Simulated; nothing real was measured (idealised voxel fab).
Module name: voxel fin reveal (process module)
Each square cell in cross-section cut measures 5 nm, and the section as a whole is 210 nm wide.
Throughout this document, each cross-section is represented as a grid of square cells and is presented as a sequence of bands enumerated from the top downward, where a band comprises one or more rows of cells. It is stipulated that each band's entry specify, in nanometres, the height of the top of the band and then that of its bottom, followed by the materials of the band in left-to-right sequence, each together with its width in nanometres. A single material marked by the word "full width" is understood to fill the band from edge to edge; the word "air" is understood to denote empty space. Heights are reckoned from 0. Under this level, the received wafer is all of one material. The bottommost band is open-ended downward, for example "z 0 and below". Width spec "30->40" -> top row of cells at first value, bottom row at second value, equal per-row change in between. When a step is marked "left unchanged", none of the cells in the cross-section changed during that step. Basically, "Enclosed void listing" tells you about the enclosed voids: empty spaces with no open way to the top, 8 cells or bigger, each written width x height at distance, where distance is from the left edge, all in nm. On each step's line, the part that comes after the settings is the simulator's own comment on the step. Each step line may optionally specify "overlay nm", which for a step with a mask gives the rightward distance between the mask's planned place and where it lay, a negative value indicating the leftward direction.

BELOW IS THE LIST OF PLANNED PROCESS STEPS
- 1: RECEIVE [material Si]
- 2: CONFORMAL_DEP [material SiN] [thk nm 10]
- 3: MASKED_ETCH [tone cover] [mask id FINS] [width nm 15] [pitch nm 40] [etch materials SiN] [depth nm 10] [overlay nm 0]
- 4: MASKED_ETCH [tone cover] [mask id FINS] [width nm 15] [pitch nm 40] [etch materials Si] [depth nm 40] [overlay nm 0]
- 5: FILL_DEP [material SiO2] [thk nm 10]
- 6: CMP [height nm 10]
- 7: SELECTIVE_ETCH [etch materials SiO2] [depth nm 35]
- 8: STRIP [etch materials SiN]

FIRST OF THE TWO WAFERS, RUN PER PLAN

CROSS-SECTION: WAFER ON ARRIVAL = AFTER STEP 1
    z 0 and below = Si full width
    Enclosed void listing: none

THE WAFER, SEEN IN CROSS-SECTION, AFTER STEP 2
    z 10 to 0 = SiN full width
    Nothing below the height 0 has changed.

THE WAFER, SEEN IN CROSS-SECTION, AFTER STEP 3
    z 10 to 0 = 75 of air  15 of SiN  25 of air  15 of SiN  80 of air
    Nothing below the height 0 has changed.

THE WAFER, SEEN IN CROSS-SECTION, AFTER STEP 4
    z 10 to 0 = 75 of air  15 of SiN  25 of air  15 of SiN  80 of air
    z 0 to -40 = 75 of air  15 of Si  25 of air  15 of Si  80 of air
    Nothing below the height -40 has changed.

THE WAFER, SEEN IN CROSS-SECTION, AFTER STEP 5
    z 20 to 10 = SiO2 full width
    z 10 to 0 = 75 of SiO2  15 of SiN  25 of SiO2  15 of SiN  80 of SiO2
    z 0 to -40 = 75 of SiO2  15 of Si  25 of SiO2  15 of Si  80 of SiO2
    Nothing below the height -40 has changed.

THE WAFER, SEEN IN CROSS-SECTION, AFTER STEP 6
    z 10 to 0 = 75 of SiO2  15 of SiN  25 of SiO2  15 of SiN  80 of SiO2
    Nothing below the height 0 has changed.

THE WAFER, SEEN IN CROSS-SECTION, AFTER STEP 7
    z 10 to 0 = 75 of air  15 of SiN  25 of air  15 of SiN  80 of air
    z 0 to -25 = 75 of air  15 of Si  25 of air  15 of Si  80 of air
    Nothing below the height -25 has changed.

THE WAFER, SEEN IN CROSS-SECTION, AFTER STEP 8
    z 0 to -25 = 75 of air  15 of Si  25 of air  15 of Si  80 of air
    Nothing below the height -25 has changed.

OKAY, SECOND WAFER. NOTHING DIFFERENT AT THE START, NOTHING DIFFERENT IN THE PLAN, JUST ONE MISTAKE SOMEWHERE IN THE RUNNING. AS FAR AS STEP 3, COUNTING THAT STEP, IT'S THE FIRST WAFER ALL OVER AGAIN

THE SECOND WAFER IN CROSS-SECTION, AT THE PLANNED CLOSE OF STEP 4
    z 10 to 0 = 75 of air  15 of SiN  25 of air  15 of SiN  80 of air
    z 0 to -80 = 75 of air  15 of Si  25 of air  15 of Si  80 of air
    Nothing below the height -80 has changed.

THE SECOND WAFER IN CROSS-SECTION, AT THE PLANNED CLOSE OF STEP 5
    z 20 to 10 = SiO2 full width
    z 10 to 0 = 75 of SiO2  15 of SiN  25 of SiO2  15 of SiN  80 of SiO2
    z 0 to -80 = 75 of SiO2  15 of Si  25 of SiO2  15 of Si  80 of SiO2
    Nothing below the height -80 has changed.

THE SECOND WAFER IN CROSS-SECTION, AT THE PLANNED CLOSE OF STEP 6
    z 10 to 0 = 75 of SiO2  15 of SiN  25 of SiO2  15 of SiN  80 of SiO2
    Nothing below the height 0 has changed.

THE SECOND WAFER IN CROSS-SECTION, AT THE PLANNED CLOSE OF STEP 7
    z 10 to 0 = 75 of air  15 of SiN  25 of air  15 of SiN  80 of air
    z 0 to -25 = 75 of air  15 of Si  25 of air  15 of Si  80 of air
    Nothing below the height -25 has changed.

THE SECOND WAFER IN CROSS-SECTION, AT THE PLANNED CLOSE OF STEP 8
    z 0 to -25 = 75 of air  15 of Si  25 of air  15 of Si  80 of air
    Nothing below the height -25 has changed.
what went wrong: in the plan, step 4 was performed twice
Looking at both finished wafers in cells, the second ends up ahead of or behind the first on some materials: 288 fewer of Si | 288 more of SiO2
